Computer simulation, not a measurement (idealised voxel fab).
process module | voxel spacer lines
cross-section cut | 185 nm wide | cells 5 nm
A cross-section is a grid of square cells, given in bands from the top down. A band is one or more rows of cells.
Each band's line starts with the height of the band's top and of its bottom, in nm. Then come its materials from left to right, each with its width in nm. One material with "throughout" fills the band from edge to edge. "air" is empty space.
Height 0 is the level under which the wafer as received is all one material. The lowest band goes on downwards, as in "0 down".
A width such as "30 to 40" changes by the same amount from each row of cells to the next, from the band's top row to its bottom row.
"no change" after a step means that no cell of the cross-section changed.
closed voids: empty space of 8 cells or more with no open way to the top, each as width x height at its distance from the left edge, in nm
after a step's settings: what the simulator itself notes on the step
overlay nm, on a step with a mask: how far to the right of its planned place the mask lay; to the left if negative
plan
1 op RECEIVE | material Si
2 op CONFORMAL_DEP | material Al2O3 | thk nm 10
3 op DIRECTIONAL_DEP | material W | thk nm 15
4 op DIRECTIONAL_DEP | material aC | thk nm 20
5 op PATTERN | tone cover | mask id MANDREL | material resist | width nm 15 | pitch nm 50 | thk nm 30 | overlay nm 0
6 op DIRECTIONAL_ETCH | etch materials aC | depth nm 20
7 op STRIP | etch materials resist
8 op CONFORMAL_DEP | material SiN | thk nm 10
9 op DIRECTIONAL_ETCH | etch materials SiN | depth nm 10
10 op STRIP | etch materials aC
11 op DIRECTIONAL_ETCH | etch materials W | depth nm 15
12 op STRIP | etch materials SiN
13 op FILL_DEP | material SiO2 | thk nm 10
14 op CMP | height nm 25
as received, after step 1
  0 down: Si throughout
  closed voids: none
a wafer at the end: this start, this plan, one mistake
  25 to 20: SiO2 throughout
  20 to 5: SiO2 25 | W 10 | SiO2 15 | W 10 | SiO2 15 | W 10 | SiO2 15 | W 10 | SiO2 15 | W 10 | SiO2 15 | W 10 | SiO2 25
  5 to 0: Al2O3 throughout
  0 down: Si throughout
  closed voids: none
what went wrong: step 2 ran as: op CONFORMAL_DEP | material Al2O3 | thk nm 5
